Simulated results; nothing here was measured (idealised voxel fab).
The following process module bears the name voxel wiring stack.
FYI the section here is cut, 205 nm wide, cells are 5 nm squares.
Throughout this document, each cross-section is represented as a grid of square cells and is presented as a sequence of bands enumerated from the top downward, where a band comprises one or more rows of cells. Read a band's entry like this: the first values are the height of its top and the height of its bottom in nm, and what follows is the sequence of materials from left to right, each with its width in nm. Note that "blank" is empty space, and that a single material marked "full width" reaches across the band from edge to edge. Heads up on the height convention: 0 is the point under which the incoming wafer is all one material, and the lowest band has no bottom, it just keeps going down, like "0..down". Graded width ("30..40"): value in top row of band = first number; value in bottom row = second number; row-to-row change constant. No cell of the cross-section changed in a step that is given as "remained the same". In the "Internal closed voids" entry, you get each enclosed empty space of 8 cells or more, one with no open way to the top, written width x height at distance, distance from the left edge, in nm. On each step's line, the part that comes after the settings is the simulator's own comment on the step. overlay nm: step with mask; distance mask lay right of planned place; negative value = left of planned place. Below you will find pairs of cross-sections. In each, one shows the wafer before one process step and the other after it, with the after view ending at the lowest band that changed. Under each pair is the step separating them, along with its settings. Do not assume the pairs form a chain: they can come from different runs of this module on the same starting wafer, and a pair continues from the pair above it only when its "Pre-step cross-section" entry says so.

**Pre-step cross-section**
- 45..5: SiO2 full width
- 5..0: SiCN full width
- 0..down: Si full width
- Internal closed voids: none

**Post-Step Geometry**
- 60..45: 65 resist  30 blank  15 resist  30 blank  65 resist
- Rest of section, below 45: as before.
- Internal closed voids: none
What process step lies between the two cross-sections above? op PATTERN | tone open | mask id METAL_1 | material resist | width nm 30 | pitch nm 45 | thk nm 15 | overlay nm 0

Pre-step cross-section: see preceding pair, after cross-section.

**Post-Step Geometry**
- 60..45: 65 resist  30 blank  15 resist  30 blank  65 resist
- 45..20: 65 SiO2  30 blank  15 SiO2  30 blank  65 SiO2
- Rest of section, below 20: as before.
- Internal closed voids: none
What process step lies between the two cross-sections above? op DIRECTIONAL_ETCH | etch materials SiO2 | depth nm 25

Pre-step cross-section: see preceding pair, after cross-section.

**Post-Step Geometry**
- 45..20: 65 SiO2  30 blank  15 SiO2  30 blank  65 SiO2
- Rest of section, below 20: as before.
- Internal closed voids: none
What process step lies between the two cross-sections above? op STRIP | etch materials resist

Pre-step cross-section: see preceding pair, after cross-section.

**Post-Step Geometry**
- 50..45: 70 TiN  20 blank  25 TiN  20 blank  70 TiN
- 45..25: 65 SiO2  5 TiN  20 blank  5 TiN  15 SiO2  5 TiN  20 blank  5 TiN  65 SiO2
- 25..20: 65 SiO2  30 TiN  15 SiO2  30 TiN  65 SiO2
- Rest of section, below 20: as before.
- Internal closed voids: none
What process step lies between the two cross-sections above? op CONFORMAL_DEP | material TiN | thk nm 5

Pre-step cross-section: see preceding pair, after cross-section.

**Post-Step Geometry**
- 60..50: Ru full width
- 50..45: 70 TiN  20 Ru  25 TiN  20 Ru  70 TiN
- 45..25: 65 SiO2  5 TiN  20 Ru  5 TiN  15 SiO2  5 TiN  20 Ru  5 TiN  65 SiO2
- Rest of section, below 25: as before.
- Internal closed voids: none
What process step lies between the two cross-sections above? op FILL_DEP | material Ru | thk nm 10

Pre-step cross-section: see preceding pair, after cross-section.

**Post-Step Geometry**
- 45..25: 65 SiO2  5 TiN  20 Ru  5 TiN  15 SiO2  5 TiN  20 Ru  5 TiN  65 SiO2
- Rest of section, below 25: as before.
- Internal closed voids: none
What process step lies between the two cross-sections above? op CMP | height nm 45

Pre-step cross-section: see preceding pair, after cross-section.

**Post-Step Geometry**
- 50..45: SiCN full width
- Rest of section, below 45: as before.
- Internal closed voids: none
What process step lies between the two cross-sections above? op CONFORMAL_DEP | material SiCN | thk nm 5

Pre-step cross-section: see preceding pair, after cross-section.

**Post-Step Geometry**
- 65..50: lowk full width
- Rest of section, below 50: as before.
- Internal closed voids: none
What process step lies between the two cross-sections above? op DIRECTIONAL_DEP | material lowk | thk nm 15

Pre-step cross-section: see preceding pair, after cross-section.

**Post-Step Geometry**
- 75..65: aC full width
- Rest of section, below 65: as before.
- Internal closed voids: none
What process step lies between the two cross-sections above? op DIRECTIONAL_DEP | material aC | thk nm 10

Pre-step cross-section: see preceding pair, after cross-section.

**Post-Step Geometry**
- 100..75: 65 resist  15 blank  30 resist  15 blank  80 resist
- Rest of section, below 75: as before.
- Internal closed voids: none
What process step lies between the two cross-sections above? op PATTERN | tone open | mask id PLUG_1 | material resist | width nm 15 | pitch nm 45 | thk nm 25 | overlay nm 0

Pre-step cross-section: see preceding pair, after cross-section.

**Post-Step Geometry**
- 90..75: 65 resist  15 blank  30 resist  15 blank  80 resist
- 75..65: 65 aC  15 blank  30 aC  15 blank  80 aC
- Rest of section, below 65: as before.
- Internal closed voids: none
What process step lies between the two cross-sections above? op DIRECTIONAL_ETCH | etch materials aC | depth nm 10

Pre-step cross-section: see preceding pair, after cross-section.

**Post-Step Geometry**
- 75..65: 65 aC  15 blank  30 aC  15 blank  80 aC
- Rest of section, below 65: as before.
- Internal closed voids: none
What process step lies between the two cross-sections above? op STRIP | etch materials resist

Pre-step cross-section: see preceding pair, after cross-section.

**Post-Step Geometry**
- 75..65: 65 aC  15 blank  30 aC  15 blank  80 aC
- 65..50: 65 lowk  15 blank  30 lowk  15 blank  80 lowk
- Rest of section, below 50: as before.
- Internal closed voids: none
What process step lies between the two cross-sections above? op DIRECTIONAL_ETCH | etch materials lowk | depth nm 15

Pre-step cross-section: see preceding pair, after cross-section.

**Post-Step Geometry**
- 75..65: 65 aC  15 blank  30 aC  15 blank  80 aC
- 65..50: 65 lowk  15 blank  30 lowk  15 blank  80 lowk
- 50..45: 65 SiCN  15 blank  30 SiCN  15 blank  80 SiCN
- Rest of section, below 45: as before.
- Internal closed voids: none
What process step lies between the two cross-sections above? op DIRECTIONAL_ETCH | etch materials SiCN | depth nm 5

Pre-step cross-section: see preceding pair, after cross-section.

**Post-Step Geometry**
- 65..50: 65 lowk  15 blank  30 lowk  15 blank  80 lowk
- Rest of section, below 50: as before.
- Internal closed voids: none
What process step lies between the two cross-sections above? op STRIP | etch materials aC

Pre-step cross-section: see preceding pair, after cross-section.

**Post-Step Geometry**
- 65..55: 65 lowk  15 blank  30 lowk  15 blank  80 lowk
- 55..50: 65 lowk  15 Ru  30 lowk  15 Ru  80 lowk
- 50..45: 65 SiCN  15 Ru  30 SiCN  15 Ru  80 SiCN
- Rest of section, below 45: as before.
- Internal closed voids: none
What process step lies between the two cross-sections above? op EPI | material Ru | thk nm 10

Pre-step cross-section: see preceding pair, after cross-section.

**Post-Step Geometry**
- 65..50: 65 lowk  15 Ru  30 lowk  15 Ru  80 lowk
- Rest of section, below 50: as before.
- Internal closed voids: none
What process step lies between the two cross-sections above? op EPI | material Ru | thk nm 10

Pre-step cross-section: see preceding pair, after cross-section.

**Post-Step Geometry**
- 70..65: TiN full width
- Rest of section, below 65: as before.
- Internal closed voids: none
What process step lies between the two cross-sections above? op DIRECTIONAL_DEP | material TiN | thk nm 5

Pre-step cross-section: see preceding pair, after cross-section.

**Post-Step Geometry**
- 85..70: W full width
- Rest of section, below 70: as before.
- Internal closed voids: none
What process step lies between the two cross-sections above? op DIRECTIONAL_DEP | material W | thk nm 15

Pre-step cross-section: see preceding pair, after cross-section.

**Post-Step Geometry**
- 100..85: aC full width
- Rest of section, below 85: as before.
- Internal closed voids: none
What process step lies between the two cross-sections above? op DIRECTIONAL_DEP | material aC | thk nm 15

Pre-step cross-section: see preceding pair, after cross-section.

**Post-Step Geometry**
- 130..100: 65 blank  30 resist  15 blank  30 resist  65 blank
- Rest of section, below 100: as before.
- Internal closed voids: none
What process step lies between the two cross-sections above? op PATTERN | tone cover | mask id METAL_2 | material resist | width nm 30 | pitch nm 45 | thk nm 30 | overlay nm 0

Pre-step cross-section: see preceding pair, after cross-section.

**Post-Step Geometry**
- 115..100: 65 blank  30 resist  15 blank  30 resist  65 blank
- 100..85: 65 blank  30 aC  15 blank  30 aC  65 blank
- Rest of section, below 85: as before.
- Internal closed voids: none
What process step lies between the two cross-sections above? op DIRECTIONAL_ETCH | etch materials aC | depth nm 15

Pre-step cross-section: see preceding pair, after cross-section.

**Post-Step Geometry**
- 100..85: 65 blank  30 aC  15 blank  30 aC  65 blank
- Rest of section, below 85: as before.
- Internal closed voids: none
What process step lies between the two cross-sections above? op STRIP | etch materials resist

Pre-step cross-section: see preceding pair, after cross-section.

**Post-Step Geometry**
- 100..85: 65 blank  30 aC  15 blank  30 aC  65 blank
- 85..70: 65 blank  30 W  15 blank  30 W  65 blank
- Rest of section, below 70: as before.
- Internal closed voids: none
What process step lies between the two cross-sections above? op DIRECTIONAL_ETCH | etch materials W | depth nm 15

Pre-step cross-section: see preceding pair, after cross-section.

**Post-Step Geometry**
- 100..85: 65 blank  30 aC  15 blank  30 aC  65 blank
- 85..70: 65 blank  30 W  15 blank  30 W  65 blank
- 70..65: 65 blank  30 TiN  15 blank  30 TiN  65 blank
- Rest of section, below 65: as before.
- Internal closed voids: none
What process step lies between the two cross-sections above? op DIRECTIONAL_ETCH | etch materials TiN | depth nm 5

Pre-step cross-section: see preceding pair, after cross-section.

**Post-Step Geometry**
- 85..70: 65 blank  30 W  15 blank  30 W  65 blank
- Rest of section, below 70: as before.
- Internal closed voids: none
What process step lies between the two cross-sections above? op STRIP | etch materials aC

Pre-step cross-section: see preceding pair, after cross-section.

**Post-Step Geometry**
- 90..85: SiO2 full width
- 85..70: 65 SiO2  30 W  15 SiO2  30 W  65 SiO2
- 70..65: 65 SiO2  30 TiN  15 SiO2  30 TiN  65 SiO2
- Rest of section, below 65: as before.
- Internal closed voids: none
What process step lies between the two cross-sections above? op FILL_DEP | material SiO2 | thk nm 5

Pre-step cross-section: see preceding pair, after cross-section.

**Post-Step Geometry**
- 85..70: 65 SiO2  30 W  15 SiO2  30 W  65 SiO2
- Rest of section, below 70: as before.
- Internal closed voids: none
What process step lies between the two cross-sections above? op CMP | height nm 85

Pre-step cross-section: see preceding pair, after cross-section.

**Post-Step Geometry**
- 90..85: SiCN full width
- Rest of section, below 85: as before.
- Internal closed voids: none
What process step lies between the two cross-sections above? op CONFORMAL_DEP | material SiCN | thk nm 5

Pre-step cross-section: see preceding pair, after cross-section.

**Post-Step Geometry**
- 120..90: lowk full width
- Rest of section, below 90: as before.
- Internal closed voids: none
What process step lies between the two cross-sections above? op DIRECTIONAL_DEP | material lowk | thk nm 30

Pre-step cross-section: see preceding pair, after cross-section.

**Post-Step Geometry**
- 135..120: 65 resist  30 blank  15 resist  30 blank  65 resist
- Rest of section, below 120: as before.
- Internal closed voids: none
What process step lies between the two cross-sections above? op PATTERN | tone open | mask id METAL_3 | material resist | width nm 30 | pitch nm 45 | thk nm 15 | overlay nm 0

Pre-step cross-section: see preceding pair, after cross-section.

**Post-Step Geometry**
- 135..120: 65 resist  30 blank  15 resist  30 blank  65 resist
- 120..105: 65 lowk  30 blank  15 lowk  30 blank  65 lowk
- Rest of section, below 105: as before.
- Internal closed voids: none
What process step lies between the two cross-sections above? op DIRECTIONAL_ETCH | etch materials lowk | depth nm 15

Pre-step cross-section: see preceding pair, after cross-section.

**Post-Step Geometry**
- 120..105: 65 lowk  30 blank  15 lowk  30 blank  65 lowk
- Rest of section, below 105: as before.
- Internal closed voids: none
What process step lies between the two cross-sections above? op STRIP | etch materials resist

Pre-step cross-section: see preceding pair, after cross-section.

**Post-Step Geometry**
- 120..105: 65 lowk  30 blank  15 lowk  30 blank  65 lowk
- 105..90: 65 lowk  15 blank  125 lowk
- Rest of section, below 90: as before.
- Internal closed voids: none
What process step lies between the two cross-sections above? op MASKED_ETCH | tone open | mask id METAL_3_HOLES | width nm 15 | etch materials lowk | depth nm 15 | overlay nm 0

Pre-step cross-section: see preceding pair, after cross-section.

**Post-Step Geometry**
- 120..105: 65 lowk  30 blank  15 lowk  30 blank  65 lowk
- 105..90: 65 lowk  15 blank  125 lowk
- 90..85: 65 SiCN  15 blank  125 SiCN
- Rest of section, below 85: as before.
- Internal closed voids: none
What process step lies between the two cross-sections above? op MASKED_ETCH | tone open | mask id METAL_3_HOLES | width nm 15 | etch materials SiCN | depth nm 5 | overlay nm 0

Pre-step cross-section: see preceding pair, after cross-section.

**Post-Step Geometry**
- 125..120: 70 TiN  20 blank  25 TiN  20 blank  70 TiN
- 120..110: 65 lowk  5 TiN  20 blank  5 TiN  15 lowk  5 TiN  20 blank  5 TiN  65 lowk
- 110..105: 65 lowk  5 TiN  5 blank  20 TiN  15 lowk  30 TiN  65 lowk
- 105..90: 65 lowk  5 TiN  5 blank  5 TiN  125 lowk
- 90..85: 65 SiCN  15 TiN  125 SiCN
- Rest of section, below 85: as before.
- Internal closed voids: none
What process step lies between the two cross-sections above? op CONFORMAL_DEP | material TiN | thk nm 5

Pre-step cross-section: see preceding pair, after cross-section.

**Post-Step Geometry**
- 135..125: Cu full width
- 125..120: 70 TiN  20 Cu  25 TiN  20 Cu  70 TiN
- 120..110: 65 lowk  5 TiN  20 Cu  5 TiN  15 lowk  5 TiN  20 Cu  5 TiN  65 lowk
- 110..105: 65 lowk  5 TiN  5 Cu  20 TiN  15 lowk  30 TiN  65 lowk
- 105..90: 65 lowk  5 TiN  5 Cu  5 TiN  125 lowk
- Rest of section, below 90: as before.
- Internal closed voids: none
What process step lies between the two cross-sections above? op FILL_DEP | material Cu | thk nm 10

Pre-step cross-section: see preceding pair, after cross-section.

**Post-Step Geometry**
- 120..110: 65 lowk  5 TiN  20 Cu  5 TiN  15 lowk  5 TiN  20 Cu  5 TiN  65 lowk
- Rest of section, below 110: as before.
- Internal closed voids: none
What process step lies between the two cross-sections above? op CMP | height nm 120

Pre-step cross-section: see preceding pair, after cross-section.

**Post-Step Geometry**
- 125..120: SiCN full width
- Rest of section, below 120: as before.
- Internal closed voids: none
What process step lies between the two cross-sections above? op CONFORMAL_DEP | material SiCN | thk nm 5

Pre-step cross-section: see preceding pair, after cross-section.

**Post-Step Geometry**
- 155..125: lowk full width
- Rest of section, below 125: as before.
- Internal closed voids: none
What process step lies between the two cross-sections above? op DIRECTIONAL_DEP | material lowk | thk nm 30

Pre-step cross-section: see preceding pair, after cross-section.

**Post-Step Geometry**
- 165..155: aC full width
- Rest of section, below 155: as before.
- Internal closed voids: none
What process step lies between the two cross-sections above? op DIRECTIONAL_DEP | material aC | thk nm 10

Pre-step cross-section: see preceding pair, after cross-section.

**Post-Step Geometry**
- 195..165: 65 resist  30 blank  15 resist  30 blank  65 resist
- Rest of section, below 165: as before.
- Internal closed voids: none
What process step lies between the two cross-sections above? op PATTERN | tone open | mask id METAL_4 | material resist | width nm 30 | pitch nm 45 | thk nm 30 | overlay nm 0

Pre-step cross-section: see preceding pair, after cross-section.

**Post-Step Geometry**
- 185..165: 65 resist  30 blank  15 resist  30 blank  65 resist
- 165..155: 65 aC  30 blank  15 aC  30 blank  65 aC
- Rest of section, below 155: as before.
- Internal closed voids: none
What process step lies between the two cross-sections above? op DIRECTIONAL_ETCH | etch materials aC | depth nm 10

Pre-step cross-section: see preceding pair, after cross-section.

**Post-Step Geometry**
- 165..155: 65 aC  30 blank  15 aC  30 blank  65 aC
- Rest of section, below 155: as before.
- Internal closed voids: none
What process step lies between the two cross-sections above? op STRIP | etch materials resist

Pre-step cross-section: see preceding pair, after cross-section.

**Post-Step Geometry**
- 165..155: 65 aC  30 blank  15 aC  30 blank  65 aC
- 155..140: 65 lowk  30 blank  15 lowk  30 blank  65 lowk
- Rest of section, below 140: as before.
- Internal closed voids: none
What process step lies between the two cross-sections above? op DIRECTIONAL_ETCH | etch materials lowk | depth nm 15

Pre-step cross-section: see preceding pair, after cross-section.

**Post-Step Geometry**
- 155..140: 65 lowk  30 blank  15 lowk  30 blank  65 lowk
- Rest of section, below 140: as before.
- Internal closed voids: none
What process step lies between the two cross-sections above? op STRIP | etch materials aC

Pre-step cross-section: see preceding pair, after cross-section.

**Post-Step Geometry**
- 165..155: 65 aC  30 blank  15 aC  30 blank  65 aC
- 155..150: 65 lowk  30 blank  15 lowk  30 blank  65 lowk
- 150..140: 65 lowk  30 aC  15 lowk  30 aC  65 lowk
- Rest of section, below 140: as before.
- Internal closed voids: none
What process step lies between the two cross-sections above? op DIRECTIONAL_DEP | material aC | thk nm 10

Pre-step cross-section: see preceding pair, after cross-section.

**Post-Step Geometry**
- 195..165: 65 resist  15 blank  125 resist
- 165..155: 65 aC  15 blank  15 resist  15 aC  30 resist  65 aC
- 155..150: 65 lowk  15 blank  15 resist  15 lowk  30 resist  65 lowk
- Rest of section, below 150: as before.
- Internal closed voids: none
What process step lies between the two cross-sections above? op PATTERN | tone open | mask id METAL_4_HOLES | material resist | width nm 15 | thk nm 30 | overlay nm 0

Pre-step cross-section: see preceding pair, after cross-section.

**Post-Step Geometry**
- 185..165: 65 resist  15 blank  125 resist
- 165..155: 65 aC  15 blank  15 resist  15 aC  30 resist  65 aC
- 155..150: 65 lowk  15 blank  15 resist  15 lowk  30 resist  65 lowk
- 150..140: 65 lowk  15 blank  15 aC  15 lowk  30 aC  65 lowk
- Rest of section, below 140: as before.
- Internal closed voids: none
What process step lies between the two cross-sections above? op DIRECTIONAL_ETCH | etch materials aC | depth nm 10

Pre-step cross-section: see preceding pair, after cross-section.

**Post-Step Geometry**
- 165..155: 65 aC  30 blank  15 aC  30 blank  65 aC
- 155..150: 65 lowk  30 blank  15 lowk  30 blank  65 lowk
- Rest of section, below 150: as before.
- Internal closed voids: none
What process step lies between the two cross-sections above? op STRIP | etch materials resist

Pre-step cross-section: see preceding pair, after cross-section.

**Post-Step Geometry**
- 165..155: 65 aC  30 blank  15 aC  30 blank  65 aC
- 155..150: 65 lowk  30 blank  15 lowk  30 blank  65 lowk
- 150..140: 65 lowk  15 blank  15 aC  15 lowk  30 aC  65 lowk
- 140..125: 65 lowk  15 blank  125 lowk
- Rest of section, below 125: as before.
- Internal closed voids: none
What process step lies between the two cross-sections above? op DIRECTIONAL_ETCH | etch materials lowk | depth nm 15

Pre-step cross-section: see preceding pair, after cross-section.

**Post-Step Geometry**
- 165..155: 65 aC  30 blank  15 aC  30 blank  65 aC
- 155..150: 65 lowk  30 blank  15 lowk  30 blank  65 lowk
- 150..140: 65 lowk  15 blank  15 aC  15 lowk  30 aC  65 lowk
- 140..125: 65 lowk  15 blank  125 lowk
- 125..120: 65 SiCN  15 blank  125 SiCN
- Rest of section, below 120: as before.
- Internal closed voids: none
What process step lies between the two cross-sections above? op DIRECTIONAL_ETCH | etch materials SiCN | depth nm 5

Pre-step cross-section: see preceding pair, after cross-section.

**Post-Step Geometry**
- 155..140: 65 lowk  30 blank  15 lowk  30 blank  65 lowk
- Rest of section, below 140: as before.
- Internal closed voids: none
What process step lies between the two cross-sections above? op STRIP | etch materials aC

Pre-step cross-section: see preceding pair, after cross-section.

**Post-Step Geometry**
- 160..155: 70 TiN  20 blank  25 TiN  20 blank  70 TiN
- 155..145: 65 lowk  5 TiN  20 blank  5 TiN  15 lowk  5 TiN  20 blank  5 TiN  65 lowk
- 145..140: 65 lowk  5 TiN  5 blank  20 TiN  15 lowk  30 TiN  65 lowk
- 140..125: 65 lowk  5 TiN  5 blank  5 TiN  125 lowk
- 125..120: 65 SiCN  15 TiN  125 SiCN
- Rest of section, below 120: as before.
- Internal closed voids: none
What process step lies between the two cross-sections above? op CONFORMAL_DEP | material TiN | thk nm 5

Pre-step cross-section: see preceding pair, after cross-section.

**Post-Step Geometry**
- 170..160: Cu full width
- 160..155: 70 TiN  20 Cu  25 TiN  20 Cu  70 TiN
- 155..145: 65 lowk  5 TiN  20 Cu  5 TiN  15 lowk  5 TiN  20 Cu  5 TiN  65 lowk
- 145..140: 65 lowk  5 TiN  5 Cu  20 TiN  15 lowk  30 TiN  65 lowk
- 140..125: 65 lowk  5 TiN  5 Cu  5 TiN  125 lowk
- Rest of section, below 125: as before.
- Internal closed voids: none
What process step lies between the two cross-sections above? op FILL_DEP | material Cu | thk nm 10

Pre-step cross-section: see preceding pair, after cross-section.

**Post-Step Geometry**
- 155..145: 65 lowk  5 TiN  20 Cu  5 TiN  15 lowk  5 TiN  20 Cu  5 TiN  65 lowk
- Rest of section, below 145: as before.
- Internal closed voids: none
What process step lies between the two cross-sections above? op CMP | height nm 155

Pre-step cross-section: see preceding pair, after cross-section.

**Post-Step Geometry**
- 160..155: SiCN full width
- Rest of section, below 155: as before.
- Internal closed voids: none
What process step lies between the two cross-sections above? op CONFORMAL_DEP | material SiCN | thk nm 5

**Pre-step cross-section**
- 50..45: SiCN full width
- 45..20: 65 SiO2  5 TiN  20 Ru  5 TiN  15 SiO2  5 TiN  20 Ru  5 TiN  65 SiO2
- 20..15: 65 SiCN  30 TiN  15 SiCN  30 TiN  65 SiCN
- 15..0: SiO2 full width
- 0..down: Si full width
- Internal closed voids: none

**Post-Step Geometry**
- 60..50: lowk full width
- Rest of section, below 50: as before.
- Internal closed voids: none
What process step lies between the two cross-sections above? op DIRECTIONAL_DEP | material lowk | thk nm 10

Pre-step cross-section: see preceding pair, after cross-section.

**Post-Step Geometry**
- 70..60: aC full width
- Rest of section, below 60: as before.
- Internal closed voids: none
What process step lies between the two cross-sections above? op DIRECTIONAL_DEP | material aC | thk nm 10

Pre-step cross-section: see preceding pair, after cross-section.

**Post-Step Geometry**
- 95..70: 65 resist  15 blank  30 resist  15 blank  80 resist
- Rest of section, below 70: as before.
- Internal closed voids: none
What process step lies between the two cross-sections above? op PATTERN | tone open | mask id PLUG_1 | material resist | width nm 15 | pitch nm 45 | thk nm 25 | overlay nm 0

Pre-step cross-section: see preceding pair, after cross-section.

**Post-Step Geometry**
- 85..70: 65 resist  15 blank  30 resist  15 blank  80 resist
- 70..60: 65 aC  15 blank  30 aC  15 blank  80 aC
- Rest of section, below 60: as before.
- Internal closed voids: none
What process step lies between the two cross-sections above? op DIRECTIONAL_ETCH | etch materials aC | depth nm 10

Pre-step cross-section: see preceding pair, after cross-section.

**Post-Step Geometry**
- 70..60: 65 aC  15 blank  30 aC  15 blank  80 aC
- Rest of section, below 60: as before.
- Internal closed voids: none
What process step lies between the two cross-sections above? op STRIP | etch materials resist

Pre-step cross-section: see preceding pair, after cross-section.

**Post-Step Geometry**
- 70..60: 65 aC  15 blank  30 aC  15 blank  80 aC
- 60..50: 65 lowk  15 blank  30 lowk  15 blank  80 lowk
- Rest of section, below 50: as before.
- Internal closed voids: none
What process step lies between the two cross-sections above? op DIRECTIONAL_ETCH | etch materials lowk | depth nm 15

Pre-step cross-section: see preceding pair, after cross-section.

**Post-Step Geometry**
- 70..60: 65 aC  15 blank  30 aC  15 blank  80 aC
- 60..50: 65 lowk  15 blank  30 lowk  15 blank  80 lowk
- 50..45: 65 SiCN  15 blank  30 SiCN  15 blank  80 SiCN
- Rest of section, below 45: as before.
- Internal closed voids: none
What process step lies between the two cross-sections above? op DIRECTIONAL_ETCH | etch materials SiCN | depth nm 5

Pre-step cross-section: see preceding pair, after cross-section.

**Post-Step Geometry**
- 60..50: 65 lowk  15 blank  30 lowk  15 blank  80 lowk
- Rest of section, below 50: as before.
- Internal closed voids: none
What process step lies between the two cross-sections above? op STRIP | etch materials aC

Pre-step cross-section: see preceding pair, after cross-section.

**Post-Step Geometry**
- 60..55: 65 lowk  15 blank  30 lowk  15 blank  80 lowk
- 55..50: 65 lowk  15 Ru  30 lowk  15 Ru  80 lowk
- 50..45: 65 SiCN  15 Ru  30 SiCN  15 Ru  80 SiCN
- Rest of section, below 45: as before.
- Internal closed voids: none
What process step lies between the two cross-sections above? op EPI | material Ru | thk nm 10

Pre-step cross-section: see preceding pair, after cross-section.

**Post-Step Geometry**
- 65..60: 60 blank  25 Ru  20 blank  25 Ru  75 blank
- 60..50: 65 lowk  15 Ru  30 lowk  15 Ru  80 lowk
- Rest of section, below 50: as before.
- Internal closed voids: none
What process step lies between the two cross-sections above? op EPI | material Ru | thk nm 10

Pre-step cross-section: see preceding pair, after cross-section.

**Post-Step Geometry**
- 70..65: 60 blank  25 TiN  20 blank  25 TiN  75 blank
- 65..60: 60 TiN  25 Ru  20 TiN  25 Ru  75 TiN
- Rest of section, below 60: as before.
- Internal closed voids: none
What process step lies between the two cross-sections above? op DIRECTIONAL_DEP | material TiN | thk nm 5

Pre-step cross-section: see preceding pair, after cross-section.

**Post-Step Geometry**
- 85..80: 60 blank  25 W  20 blank  25 W  75 blank
- 80..70: W full width
- 70..65: 60 W  25 TiN  20 W  25 TiN  75 W
- Rest of section, below 65: as before.
- Internal closed voids: none
What process step lies between the two cross-sections above? op DIRECTIONAL_DEP | material W | thk nm 15

Pre-step cross-section: see preceding pair, after cross-section.

**Post-Step Geometry**
- 100..95: 60 blank  25 aC  20 blank  25 aC  75 blank
- 95..85: aC full width
- 85..80: 60 aC  25 W  20 aC  25 W  75 aC
- Rest of section, below 80: as before.
- Internal closed voids: none
What process step lies between the two cross-sections above? op DIRECTIONAL_DEP | material aC | thk nm 15

Pre-step cross-section: see preceding pair, after cross-section.

**Post-Step Geometry**
- 130..100: 65 blank  30 resist  15 blank  30 resist  65 blank
- 100..95: 60 blank  25 aC  10 resist  10 blank  25 aC  10 resist  65 blank
- Rest of section, below 95: as before.
- Internal closed voids: none
What process step lies between the two cross-sections above? op PATTERN | tone cover | mask id METAL_2 | material resist | width nm 30 | pitch nm 45 | thk nm 30 | overlay nm 0

Pre-step cross-section: see preceding pair, after cross-section.

**Post-Step Geometry**
- 115..100: 65 blank  30 resist  15 blank  30 resist  65 blank
- 100..95: 65 blank  20 aC  10 resist  15 blank  20 aC  10 resist  65 blank
- 95..85: 65 blank  30 aC  15 blank  30 aC  65 blank
- 85..80: 60 blank  25 W  10 aC  10 blank  25 W  10 aC  65 blank
- Rest of section, below 80: as before.
- Internal closed voids: none
What process step lies between the two cross-sections above? op DIRECTIONAL_ETCH | etch materials aC | depth nm 15

Pre-step cross-section: see preceding pair, after cross-section.

**Post-Step Geometry**
- 100..95: 65 blank  20 aC  25 blank  20 aC  75 blank
- Rest of section, below 95: as before.
- Internal closed voids: none
What process step lies between the two cross-sections above? op STRIP | etch materials resist

Pre-step cross-section: see preceding pair, after cross-section.

**Post-Step Geometry**
- 100..95: 65 blank  20 aC  25 blank  20 aC  75 blank
- 95..85: 65 blank  30 aC  15 blank  30 aC  65 blank
- 85..80: 65 blank  20 W  10 aC  15 blank  20 W  10 aC  65 blank
- 80..70: 65 blank  30 W  15 blank  30 W  65 blank
- 70..65: 60 blank  25 TiN  10 W  10 blank  25 TiN  10 W  65 blank
- Rest of section, below 65: as before.
- Internal closed voids: none
What process step lies between the two cross-sections above? op DIRECTIONAL_ETCH | etch materials W | depth nm 15

Pre-step cross-section: see preceding pair, after cross-section.

**Post-Step Geometry**
- 100..95: 65 blank  20 aC  25 blank  20 aC  75 blank
- 95..85: 65 blank  30 aC  15 blank  30 aC  65 blank
- 85..80: 65 blank  20 W  10 aC  15 blank  20 W  10 aC  65 blank
- 80..70: 65 blank  30 W  15 blank  30 W  65 blank
- 70..65: 65 blank  20 TiN  10 W  15 blank  20 TiN  10 W  65 blank
- 65..60: 60 blank  25 Ru  10 TiN  10 blank  25 Ru  10 TiN  65 blank
- Rest of section, below 60: as before.
- Internal closed voids: none
What process step lies between the two cross-sections above? op DIRECTIONAL_ETCH | etch materials TiN | depth nm 5

Pre-step cross-section: see preceding pair, after cross-section.

**Post-Step Geometry**
- 85..80: 65 blank  20 W  25 blank  20 W  75 blank
- Rest of section, below 80: as before.
- Internal closed voids: none
What process step lies between the two cross-sections above? op STRIP | etch materials aC

Pre-step cross-section: see preceding pair, after cross-section.

**Post-Step Geometry**
- 90..85: SiO2 full width
- 85..80: 65 SiO2  20 W  25 SiO2  20 W  75 SiO2
- 80..70: 65 SiO2  30 W  15 SiO2  30 W  65 SiO2
- 70..65: 65 SiO2  20 TiN  10 W  15 SiO2  20 TiN  10 W  65 SiO2
- 65..60: 60 SiO2  25 Ru  10 TiN  10 SiO2  25 Ru  10 TiN  65 SiO2
- Rest of section, below 60: as before.
- Internal closed voids: none
What process step lies between the two cross-sections above? op FILL_DEP | material SiO2 | thk nm 5

Pre-step cross-section: see preceding pair, after cross-section.

**Post-Step Geometry**
- 85..80: 65 SiO2  20 W  25 SiO2  20 W  75 SiO2
- Rest of section, below 80: as before.
- Internal closed voids: none
What process step lies between the two cross-sections above? op CMP | height nm 85

Pre-step cross-section: see preceding pair, after cross-section.

**Post-Step Geometry**
- 90..85: SiCN full width
- Rest of section, below 85: as before.
- Internal closed voids: none
What process step lies between the two cross-sections above? op CONFORMAL_DEP | material SiCN | thk nm 5

Pre-step cross-section: see preceding pair, after cross-section.

**Post-Step Geometry**
- 120..90: lowk full width
- Rest of section, below 90: as before.
- Internal closed voids: none
What process step lies between the two cross-sections above? op DIRECTIONAL_DEP | material lowk | thk nm 30

Pre-step cross-section: see preceding pair, after cross-section.

**Post-Step Geometry**
- 135..120: 65 resist  30 blank  15 resist  30 blank  65 resist
- Rest of section, below 120: as before.
- Internal closed voids: none
What process step lies between the two cross-sections above? op PATTERN | tone open | mask id METAL_3 | material resist | width nm 30 | pitch nm 45 | thk nm 15 | overlay nm 0

Pre-step cross-section: see preceding pair, after cross-section.

**Post-Step Geometry**
- 135..120: 65 resist  30 blank  15 resist  30 blank  65 resist
- 120..105: 65 lowk  30 blank  15 lowk  30 blank  65 lowk
- Rest of section, below 105: as before.
- Internal closed voids: none
What process step lies between the two cross-sections above? op DIRECTIONAL_ETCH | etch materials lowk | depth nm 15

Pre-step cross-section: see preceding pair, after cross-section.

**Post-Step Geometry**
- 120..105: 65 lowk  30 blank  15 lowk  30 blank  65 lowk
- Rest of section, below 105: as before.
- Internal closed voids: none
What process step lies between the two cross-sections above? op STRIP | etch materials resist

Pre-step cross-section: see preceding pair, after cross-section.

**Post-Step Geometry**
- 120..105: 65 lowk  30 blank  15 lowk  30 blank  65 lowk
- 105..90: 65 lowk  15 blank  125 lowk
- Rest of section, below 90: as before.
- Internal closed voids: none
What process step lies between the two cross-sections above? op MASKED_ETCH | tone open | mask id METAL_3_HOLES | width nm 15 | etch materials lowk | depth nm 15 | overlay nm 0
